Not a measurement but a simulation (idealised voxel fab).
process module | voxel wiring stack
cross-section cut | 270 nm wide | cells 5 nm
A cross-section is a grid of square cells, given in bands from the top down. A band is one or more rows of cells.
Each band's line starts with the height of the band's top and of its bottom, in nm. Then come its materials from left to right, each with its width in nm. One material with "throughout" fills the band from edge to edge. "air" is empty space.
Height 0 is the level under which the wafer as received is all one material. The lowest band goes on downwards, as in "0 down".
A width such as "30 to 40" changes by the same amount from each row of cells to the next, from the band's top row to its bottom row.
"no change" after a step means that no cell of the cross-section changed.
closed voids: empty space of 8 cells or more with no open way to the top, each as width x height at its distance from the left edge, in nm
after a step's settings: what the simulator itself notes on the step
overlay nm, on a step with a mask: how far to the right of its planned place the mask lay; to the left if negative
plan
1 op RECEIVE | material Si
2 op CONFORMAL_DEP | material SiO2 | thk nm 10
3 op DIRECTIONAL_DEP | material TiN | thk nm 5
4 op DIRECTIONAL_DEP | material W | thk nm 25
5 op DIRECTIONAL_DEP | material aC | thk nm 15
6 op PATTERN | tone cover | mask id METAL_1 | material resist | width nm 25 | pitch nm 45 | thk nm 30 | overlay nm 0
7 op DIRECTIONAL_ETCH | etch materials aC | depth nm 15
8 op STRIP | etch materials resist
9 op DIRECTIONAL_ETCH | etch materials W | depth nm 25
10 op DIRECTIONAL_ETCH | etch materials TiN | depth nm 5
11 op STRIP | etch materials aC
12 op FILL_DEP | material lowk | thk nm 10
13 op CMP | height nm 40
14 op CONFORMAL_DEP | material SiCN | thk nm 5
15 op DIRECTIONAL_DEP | material SiO2 | thk nm 10
16 op DIRECTIONAL_DEP | material aC | thk nm 10
17 op PATTERN | tone open | mask id PLUG_1 | material resist | width nm 15 | thk nm 25 | overlay nm 0
18 op DIRECTIONAL_ETCH | etch materials aC | depth nm 10
19 op STRIP | etch materials resist
20 op DIRECTIONAL_ETCH | etch materials SiO2 | depth nm 10
21 op DIRECTIONAL_ETCH | etch materials SiCN | depth nm 5
22 op STRIP | etch materials aC
23 op EPI | material Ru | thk nm 10
24 op EPI | material Ru | thk nm 5
25 op CONFORMAL_DEP | material SiN | thk nm 5
26 op DIRECTIONAL_DEP | material lowk | thk nm 25
27 op DIRECTIONAL_DEP | material aC | thk nm 15
28 op PATTERN | tone open | mask id METAL_2 | material resist | width nm 25 | pitch nm 45 | thk nm 30 | overlay nm 0
29 op DIRECTIONAL_ETCH | etch materials aC | depth nm 15
30 op STRIP | etch materials resist
31 op DIRECTIONAL_ETCH | etch materials lowk | depth nm 25
32 op DIRECTIONAL_ETCH | etch materials SiN | depth nm 5
33 op STRIP | etch materials aC
34 op CONFORMAL_DEP | material TiN | thk nm 5
35 op FILL_DEP | material Ru | thk nm 5
36 op CMP | height nm 85
37 op CONFORMAL_DEP | material SiN | thk nm 5
as received, after step 1
  0 down: Si throughout
  closed voids: none
first wafer at the end, as planned
  90 to 85: SiN throughout
  85 to 60: lowk 100 | TiN 5 | Ru 15 | TiN 5 | lowk 20 | TiN 5 | Ru 15 | TiN 5 | lowk 100
  60 to 55: SiN 100 | TiN 25 | SiN 20 | TiN 25 | SiN 100
  55 to 45: SiO2 100 | Ru 15 | SiO2 155
  45 to 40: SiCN 100 | Ru 15 | SiCN 155
  40 to 15: lowk 100 | W 25 | lowk 20 | W 25 | lowk 100
  15 to 10: lowk 100 | TiN 25 | lowk 20 | TiN 25 | lowk 100
  10 to 0: SiO2 throughout
  0 down: Si throughout
  closed voids: none
second wafer at the end: like start, like plan, one mistake
  85 to 80: SiN throughout
  80 to 60: lowk 100 | TiN 5 | Ru 15 | TiN 5 | lowk 20 | TiN 5 | Ru 15 | TiN 5 | lowk 100
  60 to 55: SiN 100 | TiN 25 | SiN 20 | TiN 25 | SiN 100
  55 to 45: SiO2 100 | Ru 15 | SiO2 155
  45 to 40: SiCN 100 | Ru 15 | SiCN 155
  40 to 15: lowk 100 | W 25 | lowk 20 | W 25 | lowk 100
  15 to 10: lowk 100 | TiN 25 | lowk 20 | TiN 25 | lowk 100
  10 to 0: SiO2 throughout
  0 down: Si throughout
  closed voids: none
what went wrong: step 36 ran as: op CMP | height nm 80
at the end the second wafer has, in cells: 6 fewer of Ru | 4 fewer of TiN | 44 fewer of lowk
